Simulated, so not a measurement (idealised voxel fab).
process module | voxel released beams
cross-section cut | 140 nm wide | cells 5 nm
A cross-section is a grid of square cells, given in bands from the top down. A band is one or more rows of cells.
Each band's line starts with the height of the band's top and of its bottom, in nm. Then come its materials from left to right, each with its width in nm. One material with "throughout" fills the band from edge to edge. "air" is empty space.
Height 0 is the level under which the wafer as received is all one material. The lowest band goes on downwards, as in "0 down".
A width such as "30 to 40" changes by the same amount from each row of cells to the next, from the band's top row to its bottom row.
"no change" after a step means that no cell of the cross-section changed.
closed voids: empty space of 8 cells or more with no open way to the top, each as width x height at its distance from the left edge, in nm
after a step's settings: what the simulator itself notes on the step
overlay nm, on a step with a mask: how far to the right of its planned place the mask lay; to the left if negative
plan
1 op RECEIVE | material Si
2 op CONFORMAL_DEP | material Al2O3 | thk nm 5
3 op DIRECTIONAL_DEP | material SiO2 | thk nm 15
4 op PATTERN | tone open | mask id ANCHOR | material resist | width nm 30 | thk nm 15 | overlay nm 0
5 op DIRECTIONAL_ETCH | etch materials SiO2 | depth nm 15
6 op STRIP | etch materials resist
7 op CONFORMAL_DEP | material W | thk nm 10
8 op MASKED_ETCH | tone cover | mask id BEAM | width nm 85 | etch materials W | depth nm 10 | overlay nm 0
9 op STRIP | etch materials SiO2
first wafer, as planned
as received, after step 1
  0 down: Si throughout
  closed voids: none
after step 2
  5 to 0: Al2O3 throughout
  below 0: unchanged
after step 3
  20 to 5: SiO2 throughout
  below 5: unchanged
after step 4
  35 to 20: resist 30 | air 30 | resist 80
  below 20: unchanged
after step 5
  35 to 20: resist 30 | air 30 | resist 80
  20 to 5: SiO2 30 | air 30 | SiO2 80
  below 5: unchanged
after step 6
  20 to 5: SiO2 30 | air 30 | SiO2 80
  below 5: unchanged
after step 7
  30 to 20: W 40 | air 10 | W 90
  20 to 15: SiO2 30 | W 10 | air 10 | W 10 | SiO2 80
  15 to 5: SiO2 30 | W 30 | SiO2 80
  below 5: unchanged
after step 8
  30 to 20: air 25 | W 15 | air 10 | W 60 | air 30
  below 20: unchanged
after step 9
  30 to 20: air 25 | W 15 | air 10 | W 60 | air 30
  20 to 15: air 30 | W 10 | air 10 | W 10 | air 80
  15 to 5: air 30 | W 30 | air 80
  below 5: unchanged
second wafer: like start, like plan, one mistake. Through step 3 it matches the first wafer
when step 4 should have ended
  35 to 20: air 30 | resist 30 | air 80
  below 20: unchanged
when step 5 should have ended
  35 to 20: air 30 | resist 30 | air 80
  20 to 5: air 30 | SiO2 30 | air 80
  below 5: unchanged
when step 6 should have ended
  20 to 5: air 30 | SiO2 30 | air 80
  below 5: unchanged
when step 7 should have ended
  30 to 20: air 20 | W 50 | air 70
  20 to 15: air 20 | W 10 | SiO2 30 | W 10 | air 70
  15 to 5: W 30 | SiO2 30 | W 80
  below 5: unchanged
when step 8 should have ended
  30 to 20: air 25 | W 45 | air 70
  20 to 15: air 20 | W 10 | SiO2 30 | W 10 | air 70
  15 to 5: air 20 | W 10 | SiO2 30 | W 50 | air 30
  below 5: unchanged
when step 9 should have ended: no change
what went wrong: step 4 ran as: op PATTERN | tone cover | mask id ANCHOR | material resist | width nm 30 | thk nm 15 | overlay nm 0
at the end the second wafer has, in cells: 18 more of SiO2
